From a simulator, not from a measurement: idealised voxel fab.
The process module presented herein is designated voxel transistor to metal.
The cross-section shown here is cut; it is 165 nm wide and divided into square cells measuring 5 nm on a side.
Cross-section, as written here: a square-cell grid given band by band from the top down, where a band holds one or more rows of cells.
Heads up on the band format: heights come first, top then bottom, in nm. After that it's the materials left to right, each with its width in nm. A single material flagged "edge to edge" fills the whole band edge to edge, and "air" means there's empty space there.
Height is counted from the level 0, under which the received wafer is composed throughout of one material. The lowest of the bands is not closed at the bottom but continues downward, in the notation "0 -> down".
Think of "30 to 40" as a width that walks from the first number to the second as you go down the band, top row to bottom row, taking equal-sized steps from row to row.
"left unchanged" (step): cross-section cells unchanged, all of them.
Voids not open to the top, 8 cells minimum: see "Catalogued sealed voids". Written width x height at distance; distance is from the left edge; nm.
The remark found on a step's line after its settings is issued by the simulator itself and pertains to that step.
Among the settings permitted on a step's line is "overlay nm"; applied to a step with a mask, it specifies the extent to which the mask lay to the right of its planned position, whereas a negative figure signifies a position to the left.
Steps in the process plan
1,RECEIVE [material Si]
2,CONFORMAL_DEP [material SiO2] [thk nm 5]
3,CONFORMAL_DEP [material SiN] [thk nm 15]
4,DIRECTIONAL_DEP [material aC] [thk nm 10]
5,PATTERN [tone cover] [mask id ACTIVE] [material resist] [width nm 105] [thk nm 30] [overlay nm 0]
6,DIRECTIONAL_ETCH [etch materials aC] [depth nm 10]
7,STRIP [etch materials resist]
8,DIRECTIONAL_ETCH [etch materials SiN] [depth nm 15]
9,DIRECTIONAL_ETCH [etch materials SiO2] [depth nm 5]
10,DIRECTIONAL_ETCH [etch materials Si] [depth nm 30]
11,STRIP [etch materials aC]
12,OXIDIZE [depth nm 5]
13,FILL_DEP [material SiO2] [thk nm 10]
14,CMP [height nm 20]
15,SELECTIVE_ETCH [etch materials SiO2] [depth nm 10]
16,STRIP [etch materials SiN]
17,SELECTIVE_ETCH [etch materials SiO2] [depth nm 5]
18,OXIDIZE [depth nm 5]
19,DIRECTIONAL_DEP [material polySi] [thk nm 20]
20,DIRECTIONAL_DEP [material SiCN] [thk nm 10]
21,PATTERN [tone cover] [mask id GATE] [material resist] [width nm 35] [thk nm 20] [overlay nm 0]
22,DIRECTIONAL_ETCH [etch materials SiCN] [depth nm 20]
23,DIRECTIONAL_ETCH [etch materials polySi] [depth nm 30]
24,STRIP [etch materials resist]
25,CONFORMAL_DEP [material SiO2] [thk nm 5]
26,DIRECTIONAL_ETCH [etch materials SiO2] [depth nm 5]
27,CONFORMAL_DEP [material SiN] [thk nm 10]
28,DIRECTIONAL_ETCH [etch materials SiN] [depth nm 10]
29,DIRECTIONAL_ETCH [etch materials SiO2] [depth nm 5]
30,DIRECTIONAL_ETCH [etch materials Si] [depth nm 5]
31,EPI [material pSi] [thk nm 5]
32,FILL_DEP [material SiO2] [thk nm 10]
33,CMP [height nm 20]
34,STRIP [etch materials polySi]
35,SELECTIVE_ETCH [etch materials SiO2] [depth nm 5]
36,CONFORMAL_DEP [material HfO2] [thk nm 5]
37,CONFORMAL_DEP [material TiN] [thk nm 5]
38,FILL_DEP [material W] [thk nm 10]
39,CMP [height nm 15]
40,DIRECTIONAL_DEP [material SiO2] [thk nm 15]
41,DIRECTIONAL_DEP [material aC] [thk nm 10]
42,PATTERN [tone open] [mask id CONTACT] [material resist] [width nm 15] [pitch nm 80] [thk nm 30] [overlay nm 0]
43,DIRECTIONAL_ETCH [etch materials aC] [depth nm 10]
44,STRIP [etch materials resist]
45,DIRECTIONAL_ETCH [etch materials SiO2] [depth nm 30]
46,STRIP [etch materials aC]
47,CONFORMAL_DEP [material TiN] [thk nm 5]
48,FILL_DEP [material Ru] [thk nm 5]
49,CMP [height nm 30]
50,DIRECTIONAL_DEP [material TiN] [thk nm 5]
51,DIRECTIONAL_DEP [material Ru] [thk nm 20]
52,MASKED_ETCH [tone cover] [mask id METAL_1] [width nm 15] [pitch nm 80] [etch materials Ru] [depth nm 20] [overlay nm 0]
53,MASKED_ETCH [tone cover] [mask id METAL_1] [width nm 15] [pitch nm 80] [etch materials TiN] [depth nm 5] [overlay nm 0]
54,CONFORMAL_DEP [material SiN] [thk nm 5]
55,FILL_DEP [material lowk] [thk nm 10]
56,CMP [height nm 55]
57,CONFORMAL_DEP [material SiCN] [thk nm 5]
58,DIRECTIONAL_DEP [material SiO2] [thk nm 25]
59,DIRECTIONAL_DEP [material aC] [thk nm 10]
60,PATTERN [tone open] [mask id METAL_2] [material resist] [width nm 15] [pitch nm 80] [thk nm 25] [overlay nm 0]
61,DIRECTIONAL_ETCH [etch materials aC] [depth nm 10]
62,STRIP [etch materials resist]
63,DIRECTIONAL_ETCH [etch materials SiO2] [depth nm 15]
64,STRIP [etch materials aC]
65,MASKED_ETCH [tone open] [mask id METAL_2_HOLES] [width nm 15] [pitch nm 80] [etch materials SiO2] [depth nm 10] [overlay nm 0]
66,MASKED_ETCH [tone open] [mask id METAL_2_HOLES] [width nm 15] [pitch nm 80] [etch materials SiCN] [depth nm 5] [overlay nm 0]
67,CONFORMAL_DEP [material TiN] [thk nm 5]
68,FILL_DEP [material Cu] [thk nm 10]
69,CMP [height nm 85]
70,CONFORMAL_DEP [material SiN] [thk nm 5]
As-received wafer cross-section (after step 1)
- 0 -> down = Si edge to edge
- Catalogued sealed voids: none
The first of two wafers, cross-sectioned at the end of the module, with the run proceeding as planned
- 90 -> 85 = SiN edge to edge
- 85 -> 60 = SiO2 35 nm, TiN 5 nm, Cu 5 nm, TiN 5 nm, SiO2 65 nm, TiN 5 nm, Cu 5 nm, TiN 5 nm, SiO2 35 nm
- 60 -> 55 = SiCN 35 nm, TiN 15 nm, SiCN 65 nm, TiN 15 nm, SiCN 35 nm
- 55 -> 35 = lowk 30 nm, SiN 5 nm, Ru 15 nm, SiN 5 nm, lowk 55 nm, SiN 5 nm, Ru 15 nm, SiN 5 nm, lowk 30 nm
- 35 -> 30 = SiN 35 nm, TiN 15 nm, SiN 65 nm, TiN 15 nm, SiN 35 nm
- 30 -> 15 = SiO2 35 nm, TiN 5 nm, Ru 5 nm, TiN 5 nm, SiO2 65 nm, TiN 5 nm, Ru 5 nm, TiN 5 nm, SiO2 35 nm
- 15 -> 10 = SiO2 35 nm, TiN 5 nm, Ru 5 nm, TiN 5 nm, SiN 10 nm, HfO2 5 nm, TiN 5 nm, W 25 nm, TiN 5 nm, HfO2 5 nm, SiN 10 nm, TiN 5 nm, Ru 5 nm, TiN 5 nm, SiO2 35 nm
- 10 -> 5 = SiO2 35 nm, TiN 15 nm, SiN 10 nm, HfO2 5 nm, TiN 5 nm, W 25 nm, TiN 5 nm, HfO2 5 nm, SiN 10 nm, TiN 15 nm, SiO2 35 nm
- 5 -> 0 = SiO2 30 nm, SiN 10 nm, TiN 10 nm, SiN 10 nm, HfO2 5 nm, TiN 35 nm, HfO2 5 nm, SiN 10 nm, TiN 10 nm, SiN 10 nm, SiO2 30 nm
- 0 -> -5 = SiO2 40 nm, pSi 10 nm, SiO2 10 nm, HfO2 45 nm, SiO2 10 nm, pSi 10 nm, SiO2 40 nm
- -5 -> -10 = SiO2 35 nm, Si 5 nm, pSi 10 nm, Si 65 nm, pSi 10 nm, Si 5 nm, SiO2 35 nm
- -10 -> -35 = SiO2 35 nm, Si 95 nm, SiO2 35 nm
- -35 -> down = Si edge to edge
- Catalogued sealed voids: none
So this is wafer number two of the two, cut at the end of the module - it started where the first did and had the same plan, we just got one thing wrong running it
- 90 -> 85 = SiN edge to edge
- 85 -> 60 = SiO2 35 nm, TiN 5 nm, Cu 5 nm, TiN 5 nm, SiO2 65 nm, TiN 5 nm, Cu 5 nm, TiN 5 nm, SiO2 35 nm
- 60 -> 55 = SiCN 35 nm, TiN 15 nm, SiCN 65 nm, TiN 15 nm, SiCN 35 nm
- 55 -> 35 = lowk 30 nm, SiN 5 nm, Ru 15 nm, SiN 5 nm, lowk 55 nm, SiN 5 nm, Ru 15 nm, SiN 5 nm, lowk 30 nm
- 35 -> 30 = SiN 35 nm, TiN 15 nm, SiN 65 nm, TiN 15 nm, SiN 35 nm
- 30 -> 15 = SiO2 35 nm, TiN 5 nm, Ru 5 nm, TiN 5 nm, SiO2 65 nm, TiN 5 nm, Ru 5 nm, TiN 5 nm, SiO2 35 nm
- 15 -> 5 = SiO2 35 nm, TiN 5 nm, Ru 5 nm, TiN 5 nm, SiO2 5 nm, SiN 10 nm, HfO2 5 nm, TiN 5 nm, W 15 nm, TiN 5 nm, HfO2 5 nm, SiN 10 nm, SiO2 5 nm, TiN 5 nm, Ru 5 nm, TiN 5 nm, SiO2 35 nm
- 5 -> 0 = SiO2 35 nm, TiN 15 nm, SiO2 5 nm, SiN 10 nm, HfO2 5 nm, TiN 25 nm, HfO2 5 nm, SiN 10 nm, SiO2 5 nm, TiN 15 nm, SiO2 35 nm
- 0 -> -5 = SiO2 25 nm, SiN 10 nm, SiO2 15 nm, pSi 5 nm, SiN 10 nm, HfO2 35 nm, SiN 10 nm, pSi 5 nm, SiO2 15 nm, SiN 10 nm, SiO2 25 nm
- -5 -> -10 = SiO2 35 nm, pSi 20 nm, Si 55 nm, pSi 20 nm, SiO2 35 nm
- -10 -> -35 = SiO2 35 nm, Si 95 nm, SiO2 35 nm
- -35 -> down = Si edge to edge
- Catalogued sealed voids: none
Finding, execution versus plan: step 25 of the plan got skipped, so it never ran
FYI, end of process, the second wafer has more or fewer cells of some materials than the first: HfO2 -2, Ru +2, Si -4, SiN +4, SiO2 +4, TiN -2, W -4, pSi +2
